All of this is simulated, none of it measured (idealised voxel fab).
This is a process module. Its name is voxel lift off.
Section cut is 215 nm wide and gridded with 5 nm square cells.
Reading order for cross-sections: top band down to bottom band. Underlying form: a grid of square cells. Band size: one or more rows of cells. Read a band's entry like this: the first values are the height of its top and the height of its bottom in nm, and what follows is the sequence of materials from left to right, each with its width in nm. Note that "blank" is empty space, and that a single material marked "everywhere" reaches across the band from edge to edge. Height is counted from the level 0, under which the received wafer is composed throughout of one material. The lowest of the bands is not closed at the bottom but continues downward, in the notation "0 and below". Graded width ("30..40"): value in top row of band = first number; value in bottom row = second number; row-to-row change constant. Step note "nothing changed" = no cross-section cell changed. Look at "Closed voids list" for the closed voids: empty spaces with no open path to the top, sized 8 cells or up. Each is width x height at distance, distance from the left edge, all nm. Past the settings on a step's line: simulator remark, on that step. If you see "overlay nm" on a step's line and that step has a mask, it's telling you how far right of where it was planned the mask ended up; a negative number means it went left instead.
Set out below are the planned steps of the process
1,RECEIVE,material Si
2,CONFORMAL_DEP,material SiN,thk nm 5
3,PATTERN,tone open,mask id LINES,material resist,width nm 15,pitch nm 50,thk nm 25,overlay nm 0
4,DIRECTIONAL_DEP,material Ru,thk nm 15
5,STRIP,etch materials resist
6,CONFORMAL_DEP,material SiN,thk nm 5
varied across the wafers: width nm of step 3. The plan shows the first wafer's value. All wafers start alike
After step 1, as received: first of several wafers, cross-section
* 0 and below: Si everywhere
* Closed voids list: none
Each row below is a wafer at the end of the module, listing for every material the number of cells it has gained (+) or lost (-) since it was received, followed by its closed voids
width nm 15; +36 Ru; +110 SiN; Closed voids list: none
width nm 20; +48 Ru; +110 SiN; Closed voids list: none
width nm 25; +60 Ru; +110 SiN; Closed voids list: none
width nm 30; +72 Ru; +110 SiN; Closed voids list: none
width nm 35; +84 Ru; +110 SiN; Closed voids list: none
